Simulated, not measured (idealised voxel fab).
process module | voxel released beams
cross-section cut | 160 nm wide | cells 5 nm
A cross-section is a grid of square cells, given in bands from the top down. A band is one or more rows of cells.
Each band's line starts with the height of the band's top and of its bottom, in nm. Then come its materials from left to right, each with its width in nm. One material with "throughout" fills the band from edge to edge. "air" is empty space.
Height 0 is the level under which the wafer as received is all one material. The lowest band goes on downwards, as in "0 down".
A width such as "30 to 40" changes by the same amount from each row of cells to the next, from the band's top row to its bottom row.
"no change" after a step means that no cell of the cross-section changed.
closed voids: empty space of 8 cells or more with no open way to the top, each as width x height at its distance from the left edge, in nm
after a step's settings: what the simulator itself notes on the step
overlay nm, on a step with a mask: how far to the right of its planned place the mask lay; to the left if negative
plan
1 op RECEIVE | material Si
2 op CONFORMAL_DEP | material SiN | thk nm 10
3 op DIRECTIONAL_DEP | material SiO2 | thk nm 15
4 op PATTERN | tone open | mask id ANCHOR | material resist | width nm 40 | thk nm 20 | overlay nm 0
5 op DIRECTIONAL_ETCH | etch materials SiO2 | depth nm 15
6 op STRIP | etch materials resist
7 op CONFORMAL_DEP | material TiN | thk nm 15
8 op PATTERN | tone cover | mask id BEAM | material resist | width nm 90 | thk nm 15 | overlay nm 0
9 op DIRECTIONAL_ETCH | etch materials TiN | depth nm 15
10 op STRIP | etch materials resist
11 op STRIP | etch materials SiO2
first wafer, as planned
as received, after step 1
  0 down: Si throughout
  closed voids: none
after step 2
  10 to 0: SiN throughout
  below 0: unchanged
after step 3
  25 to 10: SiO2 throughout
  below 10: unchanged
after step 4
  45 to 25: resist 35 | air 40 | resist 85
  below 25: unchanged
after step 5
  45 to 25: resist 35 | air 40 | resist 85
  25 to 10: SiO2 35 | air 40 | SiO2 85
  below 10: unchanged
after step 6
  25 to 10: SiO2 35 | air 40 | SiO2 85
  below 10: unchanged
after step 7
  40 to 25: TiN 50 | air 10 | TiN 100
  25 to 10: SiO2 35 | TiN 40 | SiO2 85
  below 10: unchanged
after step 8
  55 to 40: air 30 | resist 90 | air 40
  40 to 25: TiN 50 | resist 10 | TiN 100
  below 25: unchanged
after step 9
  55 to 40: air 30 | resist 90 | air 40
  40 to 25: air 30 | TiN 20 | resist 10 | TiN 60 | air 40
  below 25: unchanged
after step 10
  40 to 25: air 30 | TiN 20 | air 10 | TiN 60 | air 40
  below 25: unchanged
after step 11
  40 to 25: air 30 | TiN 20 | air 10 | TiN 60 | air 40
  25 to 10: air 35 | TiN 40 | air 85
  below 10: unchanged
second wafer: like start, like plan, one mistake. Through step 1 it matches the first wafer
when step 2 should have ended
  15 to 0: SiO2 throughout
  below 0: unchanged
when step 3 should have ended
  25 to 15: SiN throughout
  below 15: unchanged
when step 4 should have ended
  45 to 25: resist 35 | air 40 | resist 85
  below 25: unchanged
when step 5 should have ended: no change
when step 6 should have ended
  25 to 15: SiN throughout
  below 15: unchanged
when step 7 should have ended
  40 to 25: TiN throughout
  below 25: unchanged
when step 8 should have ended
  55 to 40: air 30 | resist 90 | air 40
  below 40: unchanged
when step 9 should have ended
  55 to 40: air 30 | resist 90 | air 40
  40 to 25: air 30 | TiN 90 | air 40
  below 25: unchanged
when step 10 should have ended
  40 to 25: air 30 | TiN 90 | air 40
  below 25: unchanged
when step 11 should have ended: no change
what went wrong: steps 2 and 3 were swapped
at the end the second wafer has, in cells: 96 more of SiO2 | 18 fewer of TiN
